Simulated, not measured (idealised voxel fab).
process module | voxel capacitor over wiring
cross-section cut | 290 nm wide | cells 5 nm
A cross-section is a grid of square cells, given in bands from the top down. A band is one or more rows of cells.
Each band's line starts with the height of the band's top and of its bottom, in nm. Then come its materials from left to right, each with its width in nm. One material with "throughout" fills the band from edge to edge. "air" is empty space.
Height 0 is the level under which the wafer as received is all one material. The lowest band goes on downwards, as in "0 down".
A width such as "30 to 40" changes by the same amount from each row of cells to the next, from the band's top row to its bottom row.
"no change" after a step means that no cell of the cross-section changed.
closed voids: empty space of 8 cells or more with no open way to the top, each as width x height at its distance from the left edge, in nm
after a step's settings: what the simulator itself notes on the step
overlay nm, on a step with a mask: how far to the right of its planned place the mask lay; to the left if negative
plan
1 op RECEIVE | material Si
2 op CONFORMAL_DEP | material SiO2 | thk nm 10
3 op CONFORMAL_DEP | material SiCN | thk nm 5
4 op DIRECTIONAL_DEP | material SiO2 | thk nm 20
5 op MASKED_ETCH | tone open | mask id METAL_1 | width nm 20 | pitch nm 80 | etch materials SiO2 | depth nm 20 | overlay nm 0
6 op MASKED_ETCH | tone open | mask id METAL_1 | width nm 20 | pitch nm 80 | etch materials SiCN | depth nm 5 | overlay nm 0
7 op CONFORMAL_DEP | material TiN | thk nm 5
8 op FILL_DEP | material Cu | thk nm 5
9 op CMP | height nm 35
10 op EPI | material Ru | thk nm 5
11 op FILL_DEP | material SiCN | thk nm 5
12 op DIRECTIONAL_DEP | material lowk | thk nm 10
13 op MASKED_ETCH | tone open | mask id PLUG_1 | width nm 15 | etch materials lowk | depth nm 10 | overlay nm 0
14 op MASKED_ETCH | tone open | mask id PLUG_1 | width nm 15 | etch materials SiCN | depth nm 5 | overlay nm 0
15 op CONFORMAL_DEP | material TiN | thk nm 5
16 op FILL_DEP | material Ru | thk nm 5
17 op CMP | height nm 55
18 op DIRECTIONAL_DEP | material TiN | thk nm 5
19 op DIRECTIONAL_DEP | material Al2O3 | thk nm 5
20 op DIRECTIONAL_DEP | material TiN | thk nm 5
21 op MASKED_ETCH | tone cover | mask id UPPER_PLATE | width nm 65 | etch materials TiN | depth nm 5 | overlay nm 0
22 op MASKED_ETCH | tone cover | mask id UPPER_PLATE | width nm 65 | etch materials Al2O3 | depth nm 5 | overlay nm 0
23 op MASKED_ETCH | tone cover | mask id LOWER_PLATE | width nm 75 | etch materials TiN | depth nm 5 | overlay nm 0
24 op FILL_DEP | material SiO2 | thk nm 15
25 op CMP | height nm 80
26 op MASKED_ETCH | tone open | mask id PLUG_2 | width nm 15 | etch materials SiO2 | depth nm 10 | overlay nm 0
27 op CONFORMAL_DEP | material TiN | thk nm 5
28 op FILL_DEP | material Cu | thk nm 5
29 op CMP | height nm 80
30 op CONFORMAL_DEP | material SiN | thk nm 5
as received, after step 1
  0 down: Si throughout
  closed voids: none
first wafer at the end, as planned
  85 to 80: SiN throughout
  80 to 75: SiO2 110 | TiN 5 | Cu 5 | TiN 5 | SiO2 165
  75 to 65: SiO2 110 to 100 | TiN 15 to 65 | SiO2 165 to 125
  65 to 60: SiO2 100 | Al2O3 65 | SiO2 125
  60 to 55: SiO2 95 | TiN 75 | SiO2 120
  55 to 45: lowk 100 | TiN 5 | Ru 5 | TiN 5 | lowk 175
  45 to 40: SiCN 100 | TiN 15 | SiCN 175
  40 to 35: SiCN 90 | Ru 30 | SiCN 50 | Ru 30 | SiCN 90
  35 to 15: SiO2 95 | TiN 5 | Cu 10 | TiN 5 | SiO2 60 | TiN 5 | Cu 10 | TiN 5 | SiO2 95
  15 to 10: SiCN 95 | TiN 20 | SiCN 60 | TiN 20 | SiCN 95
  10 to 0: SiO2 throughout
  0 down: Si throughout
  closed voids: none
second wafer at the end: like start, like plan, one mistake
  85 to 80: SiN throughout
  80 to 75: TiN 115 | Cu 5 | TiN 170
  75 to 65: SiO2 110 to 100 | TiN 15 to 65 | SiO2 165 to 125
  65 to 60: SiO2 100 | Al2O3 65 | SiO2 125
  60 to 55: SiO2 95 | TiN 75 | SiO2 120
  55 to 45: lowk 100 | TiN 5 | Ru 5 | TiN 5 | lowk 175
  45 to 40: SiCN 100 | TiN 15 | SiCN 175
  40 to 35: SiCN 90 | Ru 30 | SiCN 50 | Ru 30 | SiCN 90
  35 to 15: SiO2 95 | TiN 5 | Cu 10 | TiN 5 | SiO2 60 | TiN 5 | Cu 10 | TiN 5 | SiO2 95
  15 to 10: SiCN 95 | TiN 20 | SiCN 60 | TiN 20 | SiCN 95
  10 to 0: SiO2 throughout
  0 down: Si throughout
  closed voids: none
what went wrong: step 25 ran as: op CMP | height nm 75
at the end the second wafer has, in cells: 55 fewer of SiO2 | 55 more of TiN
